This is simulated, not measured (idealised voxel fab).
Name of the process module below: voxel wiring stack
Each square cell in cross-section cut measures 5 nm, and the section as a whole is 140 nm wide.
The cross-sections in this document take the form of a grid made of square cells. They are written out as bands, in order from top to bottom. Each band consists of one or more rows of cells. For a band, the entry starts with two heights in nm, that of the top and then that of the bottom, and carries on with the band's materials in order from left to right, each alongside its width in nm; the word "throughout" beside a single material means it fills the band edge to edge, and "air" means empty space. We count height from 0. Below that, the starting wafer is all one material. The lowest band never ends at the bottom but goes on down; see "0 and below" for how that is written. It should be noted that a width expressed as "30..40" varies in equal increments from row to row of cells within the band, taking the value of the first number at the top row and that of the second number at the bottom row. "left unchanged" (step): cross-section cells unchanged, all of them. "Trapped cavities" enumerates empty spaces isolated from the top, with no open way to it, that contain at least 8 cells, giving each as width x height at distance from the left edge, all three in nm. Text after the settings on a step's line: the simulator's own remark on that step. overlay nm: how far to the right of its planned place the mask lay on this masked step (negative: to the left).
## The process steps that were planned are listed below
step 1: RECEIVE | material Si
step 2: CONFORMAL_DEP | material SiO2 | thk nm 10
step 3: CONFORMAL_DEP | material SiCN | thk nm 5
step 4: DIRECTIONAL_DEP | material SiO2 | thk nm 25
step 5: MASKED_ETCH | tone open | mask id METAL_1 | width nm 20 | pitch nm 35 | etch materials SiO2 | depth nm 25 | overlay nm 0
step 6: MASKED_ETCH | tone open | mask id METAL_1 | width nm 20 | pitch nm 35 | etch materials SiCN | depth nm 5 | overlay nm 0
step 7: CONFORMAL_DEP | material TiN | thk nm 5
step 8: FILL_DEP | material W | thk nm 10
step 9: CMP | height nm 40
step 10: EPI | material Ru | thk nm 5
step 11: FILL_DEP | material SiCN | thk nm 5
step 12: DIRECTIONAL_DEP | material lowk | thk nm 10
step 13: PATTERN | tone open | mask id PLUG_1 | material resist | width nm 15 | pitch nm 70 | thk nm 20 | overlay nm 0
step 14: DIRECTIONAL_ETCH | etch materials lowk | depth nm 10
step 15: DIRECTIONAL_ETCH | etch materials SiCN | depth nm 5
step 16: STRIP | etch materials resist
step 17: CONFORMAL_DEP | material TiN | thk nm 5
step 18: FILL_DEP | material W | thk nm 5
step 19: CMP | height nm 60
step 20: DIRECTIONAL_DEP | material TiN | thk nm 5
step 21: DIRECTIONAL_DEP | material Ru | thk nm 20
step 22: MASKED_ETCH | tone cover | mask id METAL_2 | width nm 20 | pitch nm 35 | etch materials Ru | depth nm 20 | overlay nm 0
step 23: MASKED_ETCH | tone cover | mask id METAL_2 | width nm 20 | pitch nm 35 | etch materials TiN | depth nm 5 | overlay nm 0
step 24: CONFORMAL_DEP | material SiN | thk nm 5
step 25: FILL_DEP | material lowk | thk nm 10
step 26: CMP | height nm 85
step 27: CONFORMAL_DEP | material SiCN | thk nm 5
step 28: DIRECTIONAL_DEP | material SiO2 | thk nm 35
step 29: PATTERN | tone open | mask id METAL_3 | material resist | width nm 20 | pitch nm 35 | thk nm 15 | overlay nm 0
step 30: DIRECTIONAL_ETCH | etch materials SiO2 | depth nm 20
step 31: STRIP | etch materials resist
step 32: PATTERN | tone open | mask id METAL_3_HOLES | material resist | width nm 15 | pitch nm 35 | thk nm 15 | overlay nm 0
step 33: DIRECTIONAL_ETCH | etch materials SiO2 | depth nm 15
step 34: DIRECTIONAL_ETCH | etch materials SiCN | depth nm 5
step 35: STRIP | etch materials resist
step 36: CONFORMAL_DEP | material TiN | thk nm 5
step 37: FILL_DEP | material Cu | thk nm 10
step 38: CMP | height nm 125
step 39: CONFORMAL_DEP | material SiN | thk nm 5
## Wafer at receipt (post step 1), cross-section
    0 and below  Si throughout
    Trapped cavities: none
## Sectioned view, first of two wafers, at the close of the module, processed as intended in the plan
    130 down to 125  SiN throughout
    125 down to 110  25 nm SiO2, then 5 nm TiN, then 10 nm Cu, then 5 nm TiN, then 15 nm SiO2, then 5 nm TiN, then 10 nm Cu, then 5 nm TiN, then 15 nm SiO2, then 5 nm TiN, then 10 nm Cu, then 5 nm TiN, then 25 nm SiO2
    110 down to 105  25 nm SiO2, then 5 nm TiN, then 5 nm Cu, then 10 nm TiN, then 15 nm SiO2, then 5 nm TiN, then 5 nm Cu, then 10 nm TiN, then 15 nm SiO2, then 5 nm TiN, then 5 nm Cu, then 10 nm TiN, then 25 nm SiO2
    105 down to 90  25 nm SiO2, then 5 nm TiN, then 5 nm Cu, then 5 nm TiN, then 20 nm SiO2, then 5 nm TiN, then 5 nm Cu, then 5 nm TiN, then 20 nm SiO2, then 5 nm TiN, then 5 nm Cu, then 5 nm TiN, then 30 nm SiO2
    90 down to 85  25 nm SiCN, then 15 nm TiN, then 20 nm SiCN, then 15 nm TiN, then 20 nm SiCN, then 15 nm TiN, then 30 nm SiCN
    85 down to 65  20 nm lowk, then 5 nm SiN, then 20 nm Ru, then 5 nm SiN, then 5 nm lowk, then 5 nm SiN, then 20 nm Ru, then 5 nm SiN, then 5 nm lowk, then 5 nm SiN, then 20 nm Ru, then 5 nm SiN, then 20 nm lowk
    65 down to 60  25 nm SiN, then 20 nm TiN, then 15 nm SiN, then 20 nm TiN, then 15 nm SiN, then 20 nm TiN, then 25 nm SiN
    60 down to 50  25 nm lowk, then 5 nm TiN, then 5 nm W, then 5 nm TiN, then 55 nm lowk, then 5 nm TiN, then 5 nm W, then 5 nm TiN, then 30 nm lowk
    50 down to 45  25 nm SiCN, then 15 nm TiN, then 55 nm SiCN, then 15 nm TiN, then 30 nm SiCN
    45 down to 40  20 nm SiCN, then 30 nm Ru, then 5 nm SiCN, then 30 nm Ru, then 5 nm SiCN, then 30 nm Ru, then 20 nm SiCN
    40 down to 15  25 nm SiO2, then 5 nm TiN, then 10 nm W, then 5 nm TiN, then 15 nm SiO2, then 5 nm TiN, then 10 nm W, then 5 nm TiN, then 15 nm SiO2, then 5 nm TiN, then 10 nm W, then 5 nm TiN, then 25 nm SiO2
    15 down to 10  25 nm SiCN, then 20 nm TiN, then 15 nm SiCN, then 20 nm TiN, then 15 nm SiCN, then 20 nm TiN, then 25 nm SiCN
    10 down to 0  SiO2 throughout
    0 and below  Si throughout
    Trapped cavities: none
## Cross-sectional view of the second of two wafers upon completion of the module. This wafer shared its starting condition and process plan with the first; one error was made during its execution
    130 down to 125  SiN throughout
    125 down to 110  25 nm SiO2, then 5 nm SiCN, then 10 nm Cu, then 5 nm SiCN, then 15 nm SiO2, then 5 nm SiCN, then 10 nm Cu, then 5 nm SiCN, then 15 nm SiO2, then 5 nm SiCN, then 10 nm Cu, then 5 nm SiCN, then 25 nm SiO2
    110 down to 105  25 nm SiO2, then 5 nm SiCN, then 5 nm Cu, then 10 nm SiCN, then 15 nm SiO2, then 5 nm SiCN, then 5 nm Cu, then 10 nm SiCN, then 15 nm SiO2, then 5 nm SiCN, then 5 nm Cu, then 10 nm SiCN, then 25 nm SiO2
    105 down to 90  25 nm SiO2, then 5 nm SiCN, then 5 nm Cu, then 5 nm SiCN, then 20 nm SiO2, then 5 nm SiCN, then 5 nm Cu, then 5 nm SiCN, then 20 nm SiO2, then 5 nm SiCN, then 5 nm Cu, then 5 nm SiCN, then 30 nm SiO2
    90 down to 85  SiCN throughout
    85 down to 65  20 nm lowk, then 5 nm SiN, then 20 nm Ru, then 5 nm SiN, then 5 nm lowk, then 5 nm SiN, then 20 nm Ru, then 5 nm SiN, then 5 nm lowk, then 5 nm SiN, then 20 nm Ru, then 5 nm SiN, then 20 nm lowk
    65 down to 60  25 nm SiN, then 20 nm TiN, then 15 nm SiN, then 20 nm TiN, then 15 nm SiN, then 20 nm TiN, then 25 nm SiN
    60 down to 50  25 nm lowk, then 5 nm TiN, then 5 nm W, then 5 nm TiN, then 55 nm lowk, then 5 nm TiN, then 5 nm W, then 5 nm TiN, then 30 nm lowk
    50 down to 45  25 nm SiCN, then 15 nm TiN, then 55 nm SiCN, then 15 nm TiN, then 30 nm SiCN
    45 down to 40  20 nm SiCN, then 30 nm Ru, then 5 nm SiCN, then 30 nm Ru, then 5 nm SiCN, then 30 nm Ru, then 20 nm SiCN
    40 down to 15  25 nm SiO2, then 5 nm TiN, then 10 nm W, then 5 nm TiN, then 15 nm SiO2, then 5 nm TiN, then 10 nm W, then 5 nm TiN, then 15 nm SiO2, then 5 nm TiN, then 10 nm W, then 5 nm TiN, then 25 nm SiO2
    15 down to 10  25 nm SiCN, then 20 nm TiN, then 15 nm SiCN, then 20 nm TiN, then 15 nm SiCN, then 20 nm TiN, then 25 nm SiCN
    10 down to 0  SiO2 throughout
    0 and below  Si throughout
    Trapped cavities: none
Diagnosis: for step 36, the planned setting was not used; the step was instead run as CONFORMAL_DEP | material SiCN | thk nm 5
End check, counted in cells, second wafer has more or fewer of these materials than the first: SiCN +54 | TiN -54
